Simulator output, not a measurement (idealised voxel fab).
Title: Process Module voxel gate over fins
The cross-section shown here is cut; it is 175 nm wide and divided into square cells measuring 5 nm on a side.
Just so we're on the same page, the cross-sections are grids of square cells, and they're listed out in bands top to bottom, each band one or more rows deep. The entry gives the band's vertical extent as a top height and a bottom height in nm, then its horizontal make-up as materials from left to right, each with a width in nm. "air" stands for empty space; a single material marked "all across" fills the band edge to edge. A quick word on heights: they are counted from 0, and under that level the wafer as it came to us is one material throughout. The lowest band is different from the rest in having no bottom; it simply continues downward, written as in "0..down". When a width is written as two numbers, as in "30..40", the first number is the width in the top row of cells of the band and the second is the width in its bottom row, and the width changes by the same amount from each row to the next. Given "no modifications" for a step, no cell of the cross-section differs between before and after that step. Under "Catalogued sealed voids" you'll find the enclosed gaps, the ones with no way out to the top, that are 8 cells or bigger; each reads width x height at distance, with distance counted from the left edge, everything in nm. What comes after the settings on a step's line is commentary from the simulator itself on that step. The setting "overlay nm" may be written on the line of a step. When the step uses a mask, the value reports how far to the right of the planned place the mask lay, and a negative value reports that it lay to the left.
Planned process steps:
| 1 | RECEIVE | material Si |
| 2 | CONFORMAL_DEP | material SiN | thk nm 10 |
| 3 | MASKED_ETCH | tone cover | mask id FINS | width nm 15 | pitch nm 35 | etch materials SiN | depth nm 10 | overlay nm 0 |
| 4 | MASKED_ETCH | tone cover | mask id FINS | width nm 15 | pitch nm 35 | etch materials Si | depth nm 35 | overlay nm 0 |
| 5 | OXIDIZE | depth nm 5 |
| 6 | FILL_DEP | material SiO2 | thk nm 15 |
| 7 | CMP | height nm 10 |
| 8 | SELECTIVE_ETCH | etch materials SiO2 | depth nm 20 |
| 9 | STRIP | etch materials SiN |
| 10 | CONFORMAL_DEP | material HfO2 | thk nm 5 |
| 11 | CONFORMAL_DEP | material TiN | thk nm 5 |
| 12 | FILL_DEP | material W | thk nm 10 |
| 13 | CMP | height nm 15 |
| 14 | CONFORMAL_DEP | material SiN | thk nm 10 |
Step 1 complete: cross-section of the wafer as received:
	0..down = Si all across
	Catalogued sealed voids: none
Cross-sectional view of the first of the two wafers upon completion of the module, processed in accordance with the plan:
	25..15 = SiN all across
	15..10 = W all across
	10..5 = W (20), TiN (25), W (10), TiN (25), W (10), TiN (25), W (10), TiN (25), W (25)
	5..0 = W (20), TiN (5), HfO2 (15), TiN (5), W (10), TiN (5), HfO2 (15), TiN (5), W (10), TiN (5), HfO2 (15), TiN (5), W (10), TiN (5), HfO2 (15), TiN (5), W (25)
	0..-5 = TiN (25), HfO2 (5), Si (5), HfO2 (5), TiN (20), HfO2 (5), Si (5), HfO2 (5), TiN (20), HfO2 (5), Si (5), HfO2 (5), TiN (20), HfO2 (5), Si (5), HfO2 (5), TiN (30)
	-5..-10 = HfO2 (30), Si (5), HfO2 (30), Si (5), HfO2 (30), Si (5), HfO2 (30), Si (5), HfO2 (35)
	-10..-40 = SiO2 (30), Si (5), SiO2 (30), Si (5), SiO2 (30), Si (5), SiO2 (30), Si (5), SiO2 (35)
	-40..down = Si all across
	Catalogued sealed voids: none
Cross-sectional image of the second wafer of the two following completion of the module. Starting state and process plan were the same as for the first wafer; one execution error occurred:
	25..15 = SiN all across
	15..10 = W all across
	10..5 = W (20), TiN (30), W (5), TiN (30), W (5), TiN (30), W (5), TiN (30), W (20)
	5..0 = W (20), TiN (5), HfO2 (20), TiN (5), W (5), TiN (5), HfO2 (20), TiN (5), W (5), TiN (5), HfO2 (20), TiN (5), W (5), TiN (5), HfO2 (20), TiN (5), W (20)
	0..-5 = TiN (25), HfO2 (5), Si (10), HfO2 (5), TiN (15), HfO2 (5), Si (10), HfO2 (5), TiN (15), HfO2 (5), Si (10), HfO2 (5), TiN (15), HfO2 (5), Si (10), HfO2 (5), TiN (25)
	-5..-10 = HfO2 (30), Si (10), HfO2 (25), Si (10), HfO2 (25), Si (10), HfO2 (25), Si (10), HfO2 (30)
	-10..-40 = SiO2 (30), Si (10), SiO2 (25), Si (10), SiO2 (25), Si (10), SiO2 (25), Si (10), SiO2 (30)
	-40..down = Si all across
	Catalogued sealed voids: none
Processing error: so step 3 ended up running with a different setting than we planned, it ran as MASKED_ETCH | tone cover | mask id FINS | width nm 20 | pitch nm 35 | etch materials SiN | depth nm 10 | overlay nm 0
Wafer comparison, final, in cells, second relative to first, materials more or fewer: +32 Si, -24 SiO2, -8 W
